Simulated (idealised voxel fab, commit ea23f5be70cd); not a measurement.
Title: Process Module voxel gate over fins
Each square cell in cross-section cut measures 5 nm, and the section as a whole is 240 nm wide.
In what follows, cross-sections appear as grids of square cells, described through bands that run from the top down, where every band is one or more rows of cells. Band: top height; bottom height; in nm. Then, left to right: material with width in nm, for each material. "all across": a single material spanning edge to edge. "empty": empty space. Convention: height 0 is the level below which the wafer, as received, is all one material. The lowest band does not terminate at the bottom but continues downward, represented as "z 0 and below". Per-row width for "30 to 40": begins at first number (top row of band), ends at second number (bottom row), increment between rows held constant. Step marked "no alteration"? Then no cell in the cross-section changed in it. Entry "Trapped voids". Content: empty spaces with no open connection to the top, size 8 cells or greater. Each: width x height at distance. Distance: from left edge. Unit: nm. after a step's settings: what the simulator itself notes on the step. You can add "overlay nm" to a step's line. For a step with a mask, it describes how far the mask lay to the right of its planned position, and a negative number describes a lay to the left.

[plan]
1 RECEIVE [material Si]
2 CONFORMAL_DEP [material SiN] [thk nm 5]
3 PATTERN [tone cover] [mask id FINS] [material resist] [width nm 15] [pitch nm 55] [thk nm 20] [overlay nm 0]
4 DIRECTIONAL_ETCH [etch materials SiN] [depth nm 5]
5 DIRECTIONAL_ETCH [etch materials Si] [depth nm 40]
6 STRIP [etch materials resist]
7 FILL_DEP [material SiO2] [thk nm 5]
8 CMP [height nm 5]
9 MASKED_ETCH [tone open] [mask id RAIL] [width nm 15] [etch materials SiO2] [depth nm 40] [overlay nm 0]
10 CONFORMAL_DEP [material TiN] [thk nm 5]
11 FILL_DEP [material W] [thk nm 10]
12 CMP [height nm 5]
13 SELECTIVE_ETCH [etch materials W Ru TiN] [depth nm 25]
14 FILL_DEP [material SiO2] [thk nm 5]
15 CMP [height nm 5]
16 SELECTIVE_ETCH [etch materials SiO2] [depth nm 20]
17 STRIP [etch materials SiN]
18 CONFORMAL_DEP [material HfO2] [thk nm 5]
19 CONFORMAL_DEP [material TiN] [thk nm 5]
20 CONFORMAL_DEP [material TiAl] [thk nm 5]
21 CONFORMAL_DEP [material TiN] [thk nm 5]
22 FILL_DEP [material W] [thk nm 15]
23 CMP [height nm 30]
24 CONFORMAL_DEP [material SiCN] [thk nm 5]

[Step 1 complete: cross-section of the wafer as received]
    z 0 and below = Si all across
    Trapped voids: none

[Post-module cross-section of the first of two wafers (run per plan)]
    z 35 to 30 = SiCN all across
    z 30 to 20 = W all across
    z 20 to 15 = 35 nm W / 165 nm TiN / 40 nm W
    z 15 to 10 = 35 nm W / 5 nm TiN / 45 nm TiAl / 10 nm TiN / 45 nm TiAl / 10 nm TiN / 45 nm TiAl / 5 nm TiN / 40 nm W
    z 10 to 5 = 35 nm W / 5 nm TiN / 5 nm TiAl / 35 nm TiN / 5 nm TiAl / 10 nm TiN / 5 nm TiAl / 35 nm TiN / 5 nm TiAl / 10 nm TiN / 5 nm TiAl / 35 nm TiN / 5 nm TiAl / 5 nm TiN / 40 nm W
    z 5 to 0 = 40 nm TiN / 5 nm TiAl / 5 nm TiN / 25 nm HfO2 / 5 nm TiN / 5 nm TiAl / 10 nm TiN / 5 nm TiAl / 5 nm TiN / 25 nm HfO2 / 5 nm TiN / 5 nm TiAl / 10 nm TiN / 5 nm TiAl / 5 nm TiN / 25 nm HfO2 / 5 nm TiN / 5 nm TiAl / 45 nm TiN
    z 0 to -5 = 45 nm TiAl / 5 nm TiN / 5 nm HfO2 / 15 nm Si / 5 nm HfO2 / 5 nm TiN / 20 nm TiAl / 5 nm TiN / 5 nm HfO2 / 15 nm Si / 5 nm HfO2 / 5 nm TiN / 20 nm TiAl / 5 nm TiN / 5 nm HfO2 / 15 nm Si / 5 nm HfO2 / 5 nm TiN / 50 nm TiAl
    z -5 to -10 = 50 nm TiN / 5 nm HfO2 / 15 nm Si / 5 nm HfO2 / 30 nm TiN / 5 nm HfO2 / 15 nm Si / 5 nm HfO2 / 30 nm TiN / 5 nm HfO2 / 15 nm Si / 5 nm HfO2 / 55 nm TiN
    z -10 to -15 = 55 nm HfO2 / 15 nm Si / 40 nm HfO2 / 15 nm Si / 40 nm HfO2 / 15 nm Si / 60 nm HfO2
    z -15 to -20 = 55 nm SiO2 / 15 nm Si / 40 nm SiO2 / 15 nm Si / 40 nm SiO2 / 15 nm Si / 60 nm SiO2
    z -20 to -30 = 55 nm SiO2 / 15 nm Si / 10 nm SiO2 / 5 nm TiN / 5 nm W / 5 nm TiN / 15 nm SiO2 / 15 nm Si / 40 nm SiO2 / 15 nm Si / 60 nm SiO2
    z -30 to -35 = 55 nm SiO2 / 15 nm Si / 10 nm SiO2 / 15 nm TiN / 15 nm SiO2 / 15 nm Si / 40 nm SiO2 / 15 nm Si / 60 nm SiO2
    z -35 to -40 = 55 nm SiO2 / 15 nm Si / 40 nm SiO2 / 15 nm Si / 40 nm SiO2 / 15 nm Si / 60 nm SiO2
    z -40 and below = Si all across
    Trapped voids: none

[End of module, second wafer, cross-section. Started like the first, planned like the first, run with one mistake]
    z 35 to 30 = SiCN all across
    z 30 to 25 = 25 nm W / 185 nm TiN / 30 nm W
    z 25 to 20 = 25 nm W / 5 nm TiN / 175 nm TiAl / 5 nm TiN / 30 nm W
    z 20 to 15 = 25 nm W / 5 nm TiN / 5 nm TiAl / 165 nm TiN / 5 nm TiAl / 5 nm TiN / 30 nm W
    z 15 to 10 = 30 nm TiN / 5 nm TiAl / 165 nm TiN / 5 nm TiAl / 35 nm TiN
    z 10 to 5 = 35 nm TiAl / 165 nm TiN / 40 nm TiAl
    z 5 to 0 = 50 nm TiN / 25 nm HfO2 / 30 nm TiN / 25 nm HfO2 / 30 nm TiN / 25 nm HfO2 / 55 nm TiN
    z 0 to -10 = 50 nm TiN / 5 nm HfO2 / 15 nm Si / 5 nm HfO2 / 30 nm TiN / 5 nm HfO2 / 15 nm Si / 5 nm HfO2 / 30 nm TiN / 5 nm HfO2 / 15 nm Si / 5 nm HfO2 / 55 nm TiN
    z -10 to -15 = 55 nm HfO2 / 15 nm Si / 40 nm HfO2 / 15 nm Si / 40 nm HfO2 / 15 nm Si / 60 nm HfO2
    z -15 to -20 = 55 nm SiO2 / 15 nm Si / 40 nm SiO2 / 15 nm Si / 40 nm SiO2 / 15 nm Si / 60 nm SiO2
    z -20 to -30 = 55 nm SiO2 / 15 nm Si / 10 nm SiO2 / 5 nm TiN / 5 nm W / 5 nm TiN / 15 nm SiO2 / 15 nm Si / 40 nm SiO2 / 15 nm Si / 60 nm SiO2
    z -30 to -35 = 55 nm SiO2 / 15 nm Si / 10 nm SiO2 / 15 nm TiN / 15 nm SiO2 / 15 nm Si / 40 nm SiO2 / 15 nm Si / 60 nm SiO2
    z -35 to -40 = 55 nm SiO2 / 15 nm Si / 40 nm SiO2 / 15 nm Si / 40 nm SiO2 / 15 nm Si / 60 nm SiO2
    z -40 and below = Si all across
    Trapped voids: none
Deviation noted in wafer processing: step 19 did not happen as planned, as run it was CONFORMAL_DEP [material TiN] [thk nm 15]
Wrapping up, a cell-based count of both wafers puts the second over or under the first for these materials: -12 TiAl, +120 TiN, -108 W
